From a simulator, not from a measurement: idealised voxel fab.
Title: Process Module voxel capacitor over wiring
Each square cell in cross-section cut measures 5 nm, and the section as a whole is 250 nm wide.
This document writes a cross-section as a grid whose cells are square, and gives it as bands, listed from the top down; one or more rows of cells form a band. Top, bottom (nm), then materials left to right with widths (nm); lone material tagged "throughout" fills the whole band edge to edge; "empty" = empty space. Heights are expressed relative to 0, this being the level below which the as-received wafer comprises one material exclusively. The lowest band is unbounded in the downward direction and is denoted as in "0 -> down". Think of "30->40" as a width that walks from the first number to the second as you go down the band, top row to bottom row, taking equal-sized steps from row to row. For the purposes of this document, the phrase "stayed the same" attached to a step denotes that no cell within the cross-section was modified by that step. Voids not open to the top, 8 cells minimum: see "Sealed void list". Written width x height at distance; distance is from the left edge; nm. Formally, on a step line, whatever follows the settings is a remark that the simulator itself makes on the step. overlay nm: mask right of planned place by this much (step with mask). Neg. = left.
### Steps planned for the process
1) RECEIVE,material Si
2) CONFORMAL_DEP,material SiO2,thk nm 10
3) DIRECTIONAL_DEP,material TiN,thk nm 5
4) DIRECTIONAL_DEP,material W,thk nm 15
5) DIRECTIONAL_DEP,material aC,thk nm 10
6) PATTERN,tone cover,mask id METAL_1,material resist,width nm 25,pitch nm 90,thk nm 25,overlay nm 0
7) DIRECTIONAL_ETCH,etch materials aC,depth nm 10
8) STRIP,etch materials resist
9) DIRECTIONAL_ETCH,etch materials W,depth nm 15
10) DIRECTIONAL_ETCH,etch materials TiN,depth nm 5
11) STRIP,etch materials aC
12) CONFORMAL_DEP,material SiCN,thk nm 5
13) FILL_DEP,material SiO2,thk nm 5
14) CMP,height nm 30
15) CONFORMAL_DEP,material SiCN,thk nm 5
16) DIRECTIONAL_DEP,material SiO2,thk nm 15
17) MASKED_ETCH,tone open,mask id PLUG_1,width nm 15,etch materials SiO2,depth nm 15,overlay nm 0
18) MASKED_ETCH,tone open,mask id PLUG_1,width nm 15,etch materials SiCN,depth nm 5,overlay nm 0
19) EPI,material Ru,thk nm 10
20) EPI,material Ru,thk nm 10
21) DIRECTIONAL_DEP,material TiN,thk nm 10
22) DIRECTIONAL_DEP,material SiN,thk nm 5
23) DIRECTIONAL_DEP,material TiN,thk nm 10
24) MASKED_ETCH,tone cover,mask id UPPER_PLATE,width nm 70,etch materials TiN,depth nm 10,overlay nm 0
25) MASKED_ETCH,tone cover,mask id UPPER_PLATE,width nm 70,etch materials SiN,depth nm 5,overlay nm 0
26) PATTERN,tone cover,mask id LOWER_PLATE,material resist,width nm 80,thk nm 20,overlay nm 0
27) DIRECTIONAL_ETCH,etch materials TiN,depth nm 10
28) STRIP,etch materials resist
29) FILL_DEP,material SiO2,thk nm 20
30) CMP,height nm 90
31) DIRECTIONAL_DEP,material aC,thk nm 15
32) PATTERN,tone open,mask id PLUG_2,material resist,width nm 15,thk nm 30,overlay nm 0
33) DIRECTIONAL_ETCH,etch materials aC,depth nm 15
34) STRIP,etch materials resist
35) DIRECTIONAL_ETCH,etch materials SiO2,depth nm 15
36) STRIP,etch materials aC
37) CONFORMAL_DEP,material TiN,thk nm 5
38) FILL_DEP,material Ru,thk nm 5
39) CMP,height nm 90
40) CONFORMAL_DEP,material SiCN,thk nm 5
### This is the cross-section of the wafer as we received it, i.e. after step 1
> 0 -> down = Si throughout
> Sealed void list: none
### Sectioned view, first of two wafers, at the close of the module, processed as intended in the plan
> 95 -> 90 = SiCN throughout
> 90 -> 80 = 85 SiO2; 5 TiN; 5 Ru; 5 TiN; 150 SiO2
> 80 -> 75 = 85 SiO2; 15 TiN; 150 SiO2
> 75 -> 65 = 75 SiO2; 70 TiN; 105 SiO2
> 65 -> 60 = 75 SiO2; 70 SiN; 105 SiO2
> 60 -> 50 = 70 SiO2; 80 TiN; 100 SiO2
> 50 -> 35 = 75 SiO2; 15 Ru; 160 SiO2
> 35 -> 30 = 75 SiCN; 15 Ru; 160 SiCN
> 30 -> 15 = 60 SiO2; 5 SiCN; 25 W; 5 SiCN; 55 SiO2; 5 SiCN; 25 W; 5 SiCN; 65 SiO2
> 15 -> 10 = 65 SiCN; 25 TiN; 65 SiCN; 25 TiN; 70 SiCN
> 10 -> 0 = SiO2 throughout
> 0 -> down = Si throughout
> Sealed void list: none
### Cross-sectional view: second of two wafers, end of module; start and plan identical to the first, one mistake in running
> 95 -> 90 = SiCN throughout
> 90 -> 80 = 85 SiO2; 5 TiN; 5 Ru; 5 TiN; 150 SiO2
> 80 -> 75 = 85 SiO2; 15 TiN; 150 SiO2
> 75 -> 65 = 75 SiO2; 70 TiN; 105 SiO2
> 65 -> 60 = 75 SiO2; 70 SiN; 105 SiO2
> 60 -> 50 = 70 SiO2; 80 TiN; 100 SiO2
> 50 -> 35 = 75 SiO2; 15 Ru; 160 SiO2
> 35 -> 30 = 75 SiCN; 15 Ru; 160 SiCN
> 30 -> 25 = 65 SiCN; 25 TiN; 65 SiCN; 25 TiN; 70 SiCN
> 25 -> 10 = W throughout
> 10 -> 0 = SiO2 throughout
> 0 -> down = Si throughout
> Sealed void list: none
Run error: a sequencing error occurred in which plan steps 3 and 4 were transposed
Final difference in cells, second wafer against first, listed per material as more or fewer: SiCN -12, SiO2 -108, W +120
